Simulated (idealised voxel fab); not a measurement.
Documented hereafter: the process module known as voxel ribs on slabs.
Displayed cross-section: cut, width of 165 nm, square cells sized 5 nm.
We lay out every cross-section as a grid of square cells and spell it out in bands from the top down, where one band means one or more rows of cells.
The entry gives the band's vertical extent as a top height and a bottom height in nm, then its horizontal make-up as materials from left to right, each with a width in nm. "blank" stands for empty space; a single material marked "edge to edge" fills the band edge to edge.
Note: height 0 marks the level under which the wafer is uniformly one material as received. Lowest band unbounded below, written "z 0 and below".
Quick explanation for "30 to 40": the width changes in equal steps down the rows of cells, from the first number in the band's top row to the second number in its bottom row.
For the purposes of this document, the phrase "everything unchanged" attached to a step denotes that no cell within the cross-section was modified by that step.
In "Voids, fully enclosed" the enclosed voids are listed, meaning empty spaces of 8 cells or larger without any opening to the top. The form is width x height at distance, distance from the left edge, units nm.
On each step's line, the part that comes after the settings is the simulator's own comment on the step.
What "overlay nm" on a step's line means: if the step has a mask, that mask lay this far to the right of its planned place, or, when the value is negative, to the left.
-- Listed below are the process steps as planned
1: RECEIVE: material Si
2: DIRECTIONAL_DEP: material SiO2, thk nm 25
3: DIRECTIONAL_DEP: material SiN, thk nm 15
4: DIRECTIONAL_DEP: material aC, thk nm 10
5: PATTERN: tone cover, mask id RIB, material resist, width nm 25, thk nm 25, overlay nm 0
6: DIRECTIONAL_ETCH: etch materials aC, depth nm 10
7: STRIP: etch materials resist
8: DIRECTIONAL_ETCH: etch materials SiN, depth nm 10
9: STRIP: etch materials aC
10: PATTERN: tone cover, mask id SLAB, material resist, width nm 55, thk nm 15, overlay nm 0
11: DIRECTIONAL_ETCH: etch materials SiN, depth nm 5
12: STRIP: etch materials resist
13: FILL_DEP: material SiO2, thk nm 25
14: CMP: height nm 55
15: DIRECTIONAL_DEP: material W, thk nm 10
16: DIRECTIONAL_DEP: material aC, thk nm 10
17: PATTERN: tone cover, mask id HEATER, material resist, width nm 35, thk nm 25, overlay nm -15
18: DIRECTIONAL_ETCH: etch materials aC, depth nm 10
19: STRIP: etch materials resist
20: DIRECTIONAL_ETCH: etch materials W, depth nm 10
21: STRIP: etch materials aC
22: CONFORMAL_DEP: material SiO2, thk nm 5
varied across the wafers: overlay nm of step 17. The plan shows the first wafer's value. All wafers start alike
-- The as-received cross-section of the first of several wafers corresponds to the state after step 1
	z 0 and below: Si edge to edge
	Voids, fully enclosed: none
-- Note: the following table is arranged by wafer, a row apiece. Each row reports the end-of-module state: per material, cells gained (+) or cells lost (-) compared with the wafer as received; closed voids follow
overlay nm -15; +21 SiN; +379 SiO2; +14 W; Voids, fully enclosed: none
overlay nm -10; +21 SiN; +379 SiO2; +14 W; Voids, fully enclosed: none
overlay nm -5; +21 SiN; +379 SiO2; +14 W; Voids, fully enclosed: none
overlay nm 0; +21 SiN; +379 SiO2; +14 W; Voids, fully enclosed: none
overlay nm 5; +21 SiN; +379 SiO2; +14 W; Voids, fully enclosed: none
overlay nm 10; +21 SiN; +379 SiO2; +14 W; Voids, fully enclosed: none
overlay nm 15; +21 SiN; +379 SiO2; +14 W; Voids, fully enclosed: none
